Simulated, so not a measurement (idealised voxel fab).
process module | voxel wiring stack
cross-section cut | 300 nm wide | cells 5 nm
A cross-section is a grid of square cells, given in bands from the top down. A band is one or more rows of cells.
Each band's line starts with the height of the band's top and of its bottom, in nm. Then come its materials from left to right, each with its width in nm. One material with "throughout" fills the band from edge to edge. "air" is empty space.
Height 0 is the level under which the wafer as received is all one material. The lowest band goes on downwards, as in "0 down".
A width such as "30 to 40" changes by the same amount from each row of cells to the next, from the band's top row to its bottom row.
"no change" after a step means that no cell of the cross-section changed.
closed voids: empty space of 8 cells or more with no open way to the top, each as width x height at its distance from the left edge, in nm
after a step's settings: what the simulator itself notes on the step
overlay nm, on a step with a mask: how far to the right of its planned place the mask lay; to the left if negative
plan
1 op RECEIVE | material Si
2 op CONFORMAL_DEP | material SiO2 | thk nm 15
3 op DIRECTIONAL_DEP | material TiN | thk nm 5
4 op DIRECTIONAL_DEP | material W | thk nm 25
5 op DIRECTIONAL_DEP | material aC | thk nm 15
6 op PATTERN | tone cover | mask id METAL_1 | material resist | width nm 20 | pitch nm 35 | thk nm 30 | overlay nm 0
7 op DIRECTIONAL_ETCH | etch materials aC | depth nm 15
8 op STRIP | etch materials resist
9 op DIRECTIONAL_ETCH | etch materials W | depth nm 25
10 op DIRECTIONAL_ETCH | etch materials TiN | depth nm 5
11 op STRIP | etch materials aC
12 op FILL_DEP | material SiO2 | thk nm 10
13 op CMP | height nm 45
14 op CONFORMAL_DEP | material SiCN | thk nm 5
15 op DIRECTIONAL_DEP | material lowk | thk nm 20
16 op PATTERN | tone open | mask id PLUG_1 | material resist | width nm 15 | thk nm 20 | overlay nm 0
17 op DIRECTIONAL_ETCH | etch materials lowk | depth nm 20
18 op DIRECTIONAL_ETCH | etch materials SiCN | depth nm 5
19 op STRIP | etch materials resist
20 op EPI | material Ru | thk nm 10
21 op EPI | material Ru | thk nm 10
22 op EPI | material Ru | thk nm 5
23 op DIRECTIONAL_DEP | material TiN | thk nm 5
24 op DIRECTIONAL_DEP | material W | thk nm 25
25 op DIRECTIONAL_DEP | material aC | thk nm 15
26 op PATTERN | tone cover | mask id METAL_2 | material resist | width nm 20 | pitch nm 35 | thk nm 35 | overlay nm 0
27 op DIRECTIONAL_ETCH | etch materials aC | depth nm 15
28 op STRIP | etch materials resist
29 op DIRECTIONAL_ETCH | etch materials W | depth nm 25
30 op DIRECTIONAL_ETCH | etch materials TiN | depth nm 5
31 op STRIP | etch materials aC
32 op CONFORMAL_DEP | material SiN | thk nm 5
33 op FILL_DEP | material SiO2 | thk nm 5
34 op CMP | height nm 100
35 op CONFORMAL_DEP | material SiCN | thk nm 5
36 op DIRECTIONAL_DEP | material SiO2 | thk nm 20
37 op PATTERN | tone open | mask id PLUG_2 | material resist | width nm 15 | thk nm 20 | overlay nm 0
38 op DIRECTIONAL_ETCH | etch materials SiO2 | depth nm 20
39 op DIRECTIONAL_ETCH | etch materials SiCN | depth nm 5
40 op STRIP | etch materials resist
41 op EPI | material Ru | thk nm 10
42 op EPI | material Ru | thk nm 10
43 op EPI | material Ru | thk nm 5
44 op DIRECTIONAL_DEP | material TiN | thk nm 5
45 op DIRECTIONAL_DEP | material Ru | thk nm 15
46 op MASKED_ETCH | tone cover | mask id METAL_3 | width nm 20 | pitch nm 35 | etch materials Ru | depth nm 15 | overlay nm 0
47 op MASKED_ETCH | tone cover | mask id METAL_3 | width nm 20 | pitch nm 35 | etch materials TiN | depth nm 5 | overlay nm 0
48 op CONFORMAL_DEP | material SiCN | thk nm 5
49 op FILL_DEP | material SiO2 | thk nm 5
50 op CMP | height nm 145
51 op CONFORMAL_DEP | material SiCN | thk nm 5
as received, after step 1
  0 down: Si throughout
  closed voids: none
first wafer at the end, as planned
  150 to 145: SiCN throughout
  145 to 130: SiO2 115 | SiCN 5 | Ru 20 | SiCN 5 | SiO2 5 | SiCN 5 | Ru 20 | SiCN 5 | SiO2 120
  130 to 125: SiCN 120 | TiN 20 | SiCN 15 | TiN 20 | SiCN 125
  125 to 105: SiO2 120 | Ru 15 | SiO2 165
  105 to 100: SiCN 120 | Ru 15 | SiCN 165
  100 to 75: SiO2 115 | SiN 5 | W 20 | SiN 5 | SiO2 5 | SiN 5 | W 20 | SiN 5 | SiO2 120
  75 to 70: SiN 120 | TiN 20 | SiN 15 | TiN 20 | SiN 125
  70 to 50: lowk 120 | Ru 15 | lowk 165
  50 to 45: SiCN 120 | Ru 15 | SiCN 165
  45 to 20: SiO2 120 | W 20 | SiO2 15 | W 20 | SiO2 125
  20 to 15: SiO2 120 | TiN 20 | SiO2 15 | TiN 20 | SiO2 125
  15 to 0: SiO2 throughout
  0 down: Si throughout
  closed voids: none
second wafer at the end: like start, like plan, one mistake
  150 to 145: SiCN throughout
  145 to 130: SiO2 115 | SiCN 5 | Ru 20 | SiCN 5 | SiO2 5 | SiCN 5 | Ru 20 | SiCN 5 | SiO2 120
  130 to 125: SiCN 120 | TiN 20 | SiCN 15 | TiN 20 | SiCN 125
  125 to 105: SiO2 120 | Ru 15 | SiO2 165
  105 to 100: SiCN 120 | Ru 15 | SiCN 165
  100 to 75: SiO2 115 | SiN 5 | W 20 | SiN 5 | SiO2 5 | SiN 5 | W 20 | SiN 5 | SiO2 120
  75 to 70: SiN 120 | TiN 20 | SiN 15 | TiN 20 | SiN 125
  70 to 50: lowk 120 | Ru 15 | lowk 165
  50 to 45: SiCN 120 | Ru 15 | SiCN 165
  45 to 20: SiO2 110 | W 20 | SiO2 15 | W 20 | SiO2 135
  20 to 15: SiO2 110 | TiN 20 | SiO2 15 | TiN 20 | SiO2 135
  15 to 0: SiO2 throughout
  0 down: Si throughout
  closed voids: none
what went wrong: step 6 ran as: op PATTERN | tone cover | mask id METAL_1 | material resist | width nm 20 | pitch nm 35 | thk nm 30 | overlay nm -10
at the end the second wafer has, in cells: as many of each material as the first, in other places
